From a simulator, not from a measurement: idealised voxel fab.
Process module, titled voxel ribs on slabs
For reference, the cross-section in this document is cut, with width 270 nm and square cells of 5 nm.
A cross-section is written here as square cells arranged in a grid, and it is given in bands from the top down, each band taking up one or more rows of cells. Per band: top height and bottom height in nm, followed by the left-to-right materials and their widths in nm; "edge to edge" marks a single material spanning edge to edge, "air" marks empty space. Basically, 0 is our baseline, since under it the wafer straight out of the box is all one material. The bottom band has no lower end and keeps on going down, so it looks like "from 0 down". Graded width ("30 to 40"): value in top row of band = first number; value in bottom row = second number; row-to-row change constant. When a step is marked "no change occurred", none of the cells in the cross-section changed during that step. Listed in "Entrapped void list": every empty space of 8 or more cells without an open way to the top. Form: width x height at distance, the distance being from the left edge, all in nm. Read whatever lies past the settings on a step's line as the simulator's own remark about the step. overlay nm: mask right of planned place by this much (step with mask). Neg. = left.

THE PROCESS STEPS THAT WERE PLANNED ARE LISTED BELOW
- 1: RECEIVE with material Si
- 2: DIRECTIONAL_DEP with material SiO2, thk nm 30
- 3: DIRECTIONAL_DEP with material polySi, thk nm 25
- 4: MASKED_ETCH with tone cover, mask id RIB, width nm 20, etch materials polySi, depth nm 5, overlay nm 0
- 5: MASKED_ETCH with tone cover, mask id SLAB, width nm 80, etch materials polySi, depth nm 20, overlay nm 0
- 6: FILL_DEP with material SiO2, thk nm 30
- 7: CMP with height nm 75
- 8: DIRECTIONAL_DEP with material W, thk nm 10
- 9: PATTERN with tone cover, mask id HEATER, material resist, width nm 30, thk nm 15, overlay nm 0
- 10: DIRECTIONAL_ETCH with etch materials W, depth nm 10
- 11: STRIP with etch materials resist
- 12: CONFORMAL_DEP with material SiO2, thk nm 10

STEP 1 COMPLETE: CROSS-SECTION OF THE WAFER AS RECEIVED
    from 0 down = Si edge to edge
    Entrapped void list: none

WAFER CROSS-SECTION AT END OF MODULE: START AND PLAN AS SHOWN ABOVE, ONE EXECUTION ERROR
    from 95 to 85 = air: 110, SiO2: 50, air: 110
    from 85 to 75 = SiO2: 120, W: 30, SiO2: 120
    from 75 to 45 = SiO2 edge to edge
    from 45 to 40 = SiO2: 125, polySi: 20, SiO2: 125
    from 40 to 30 = SiO2: 95, polySi: 80, SiO2: 95
    from 30 to 0 = SiO2 edge to edge
    from 0 down = Si edge to edge
    Entrapped void list: none
Finding, execution versus plan: step 3 deviated from plan and actually ran as DIRECTIONAL_DEP with material polySi, thk nm 15
